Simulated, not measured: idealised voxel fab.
The following is a process module called voxel spacer lines.
We display cut, a cross-section 220 nm in width whose square cells are each 5 nm.
A cross-section in this document is a grid of square cells, and it is written down as bands, the top band listed before the ones below it; a band is made up of one or more rows of cells. First you get the band's top height and its bottom height, in nm, and then the materials it's made of, left to right, with each width in nm. If you see a single material with "all across", that one covers the band edge to edge. "empty" is empty space. Ref level 0: as-received wafer is one material below here. Bottom band extends down with no lower bound ("0..down"). The two numbers in a width such as "30->40" mark its ends across the band: the first belongs to the top row of cells, the second to the bottom row, and from each row to the next the width moves by the same amount. What does "everything unchanged" mean for a step? It means no cell of the cross-section changed in that step. In the "Cavities, sealed" entry, you get each enclosed empty space of 8 cells or more, one with no open way to the top, written width x height at distance, distance from the left edge, in nm. Text after the settings on a step's line: the simulator's own remark on that step. When a step includes a mask, the "overlay nm" setting on its line states how far to the right of its planned place that mask lay, and negative values state how far to the left.
PROCESS STEPS FORESEEN IN THE PLAN
1) RECEIVE: material Si
2) CONFORMAL_DEP: material Al2O3, thk nm 5
3) DIRECTIONAL_DEP: material SiN, thk nm 15
4) DIRECTIONAL_DEP: material polySi, thk nm 25
5) PATTERN: tone cover, mask id MANDREL, material resist, width nm 20, pitch nm 70, thk nm 35, overlay nm 0
6) DIRECTIONAL_ETCH: etch materials polySi, depth nm 25
7) STRIP: etch materials resist
8) CONFORMAL_DEP: material SiO2, thk nm 15
9) DIRECTIONAL_ETCH: etch materials SiO2, depth nm 15
10) STRIP: etch materials polySi
11) DIRECTIONAL_ETCH: etch materials SiN, depth nm 15
12) STRIP: etch materials SiO2
13) FILL_DEP: material lowk, thk nm 10
14) CMP: height nm 20
CROSS-SECTION OF THE INCOMING WAFER, STATE AFTER STEP 1
0..down = Si all across
Cavities, sealed: none
END-OF-MODULE XS, FIRST OF TWO WAFERS, RUN AS PLANNED
20..5 = 50 lowk  15 SiN  20 lowk  15 SiN  20 lowk  15 SiN  20 lowk  15 SiN  50 lowk
5..0 = Al2O3 all across
0..down = Si all across
Cavities, sealed: none
MODULE END: CROSS-SECTION OF WAFER TWO OF TWO. SAME START AND PROCESS PLAN AS THE FIRST WAFER. ONE MISTAKE DURING EXECUTION
20..5 = polySi all across
5..0 = Al2O3 all across
0..down = Si all across
Cavities, sealed: none
The mistake made against the process plan was this: steps 3 and 4 traded places in the executed sequence
The final cell counts differ between the wafers, with the second having more or fewer of some materials than the first: 36 fewer of SiN; 96 fewer of lowk; 132 more of polySi
